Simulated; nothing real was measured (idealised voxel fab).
This section sets out a process module, namely voxel transistor to metal.
This is section cut - it's 145 nm across, gridded in 5 nm square cells.
Notation: cross-section as square-cell grid; stated in bands, top first, going down; one or more cell rows per band. Heads up on the band format: heights come first, top then bottom, in nm. After that it's the materials left to right, each with its width in nm. A single material flagged "throughout" fills the whole band edge to edge, and "empty" means there's empty space there. Ref level 0: as-received wafer is one material below here. Bottom band extends down with no lower bound ("0 nm and below"). Top row gets the first number, bottom row gets the second, and each row in between changes by the same step: that is how a band width like "30 to 40" works. The cross-section has no changed cell in any step marked "no modifications". Look at "Fully enclosed voids" for the closed voids: empty spaces with no open path to the top, sized 8 cells or up. Each is width x height at distance, distance from the left edge, all nm. What comes after the settings on a step's line is commentary from the simulator itself on that step. When a step includes a mask, the "overlay nm" setting on its line states how far to the right of its planned place that mask lay, and negative values state how far to the left. From here on the document is pairs. In a pair, the cross-section before one process step comes with the cross-section after it, and the latter goes no deeper than the lowest band that changed. What lies in between, the step and its settings, is written under the pair. A pair may be from a different run of this module on the same starting wafer than the pair above it, so it continues from that pair only where its entry headed "Ex-ante state" says so.

-- Ex-ante state
* 115 nm to 105 nm: 25 nm aC / 20 nm empty / 50 nm aC / 20 nm empty / 30 nm aC
* 105 nm to 100 nm: 25 nm lowk / 20 nm empty / 50 nm lowk / 20 nm empty / 30 nm lowk
* 100 nm to 90 nm: 25 nm lowk / 15 nm empty / 5 nm aC / 50 nm lowk / 15 nm empty / 5 nm aC / 30 nm lowk
* 90 nm to 75 nm: 25 nm lowk / 15 nm empty / 55 nm lowk / 15 nm empty / 35 nm lowk
* 75 nm to 70 nm: 25 nm SiCN / 15 nm empty / 55 nm SiCN / 15 nm empty / 35 nm SiCN
* 70 nm to 55 nm: 25 nm lowk / 5 nm TiN / 10 nm Cu / 5 nm TiN / 50 nm lowk / 5 nm TiN / 10 nm Cu / 5 nm TiN / 30 nm lowk
* 55 nm to 50 nm: 25 nm SiN / 20 nm TiN / 50 nm SiN / 20 nm TiN / 30 nm SiN
* 50 nm to 40 nm: 25 nm SiO2 / 5 nm TiN / 10 nm W / 5 nm TiN / 50 nm SiO2 / 5 nm TiN / 10 nm W / 5 nm TiN / 30 nm SiO2
* 40 nm to 35 nm: 25 nm SiO2 / 20 nm TiN / 50 nm SiO2 / 20 nm TiN / 30 nm SiO2
* 35 nm to 25 nm: 60 nm SiCN / 5 nm SiO2 / 10 nm SiN / 5 nm SiO2 / 65 nm SiCN
* 25 nm to 0 nm: polySi throughout
* 0 nm to -5 nm: SiO2 throughout
* -5 nm to -20 nm: 20 nm SiO2 / 100 nm Si / 25 nm SiO2
* -20 nm and below: Si throughout
* Fully enclosed voids: none

-- Structure After Step
* 105 nm to 90 nm: 25 nm lowk / 20 nm empty / 50 nm lowk / 20 nm empty / 30 nm lowk
* At heights below 90, the structure remains unaltered.
* Fully enclosed voids: none
Between the two cross-sections shown above, the process step is STRIP, etch materials aC

Ex-ante state: refer to the pair immediately above; the cross-section shown after its step is the state before this one.

-- Structure After Step
* 110 nm to 105 nm: 30 nm TiN / 10 nm empty / 60 nm TiN / 10 nm empty / 35 nm TiN
* 105 nm to 95 nm: 25 nm lowk / 5 nm TiN / 10 nm empty / 5 nm TiN / 50 nm lowk / 5 nm TiN / 10 nm empty / 5 nm TiN / 30 nm lowk
* 95 nm to 90 nm: 25 nm lowk / 5 nm TiN / 5 nm empty / 10 nm TiN / 50 nm lowk / 5 nm TiN / 5 nm empty / 10 nm TiN / 30 nm lowk
* 90 nm to 75 nm: 25 nm lowk / 5 nm TiN / 5 nm empty / 5 nm TiN / 55 nm lowk / 5 nm TiN / 5 nm empty / 5 nm TiN / 35 nm lowk
* 75 nm to 70 nm: 25 nm SiCN / 15 nm TiN / 55 nm SiCN / 15 nm TiN / 35 nm SiCN
* At heights below 70, the structure remains unaltered.
* Fully enclosed voids: none
Between the two cross-sections shown above, the process step is CONFORMAL_DEP, material TiN, thk nm 5

Ex-ante state: refer to the pair immediately above; the cross-section shown after its step is the state before this one.

-- Structure After Step
* 120 nm to 110 nm: Ru throughout
* 110 nm to 105 nm: 30 nm TiN / 10 nm Ru / 60 nm TiN / 10 nm Ru / 35 nm TiN
* 105 nm to 95 nm: 25 nm lowk / 5 nm TiN / 10 nm Ru / 5 nm TiN / 50 nm lowk / 5 nm TiN / 10 nm Ru / 5 nm TiN / 30 nm lowk
* 95 nm to 90 nm: 25 nm lowk / 5 nm TiN / 5 nm Ru / 10 nm TiN / 50 nm lowk / 5 nm TiN / 5 nm Ru / 10 nm TiN / 30 nm lowk
* 90 nm to 75 nm: 25 nm lowk / 5 nm TiN / 5 nm Ru / 5 nm TiN / 55 nm lowk / 5 nm TiN / 5 nm Ru / 5 nm TiN / 35 nm lowk
* At heights below 75, the structure remains unaltered.
* Fully enclosed voids: none
Between the two cross-sections shown above, the process step is FILL_DEP, material Ru, thk nm 10

Ex-ante state: refer to the pair immediately above; the cross-section shown after its step is the state before this one.

-- Structure After Step
* 105 nm to 95 nm: 25 nm lowk / 5 nm TiN / 10 nm Ru / 5 nm TiN / 50 nm lowk / 5 nm TiN / 10 nm Ru / 5 nm TiN / 30 nm lowk
* At heights below 95, the structure remains unaltered.
* Fully enclosed voids: none
Between the two cross-sections shown above, the process step is CMP, height nm 105

Ex-ante state: refer to the pair immediately above; the cross-section shown after its step is the state before this one.

-- Structure After Step
* 110 nm to 105 nm: SiCN throughout
* At heights below 105, the structure remains unaltered.
* Fully enclosed voids: none
Between the two cross-sections shown above, the process step is CONFORMAL_DEP, material SiCN, thk nm 5
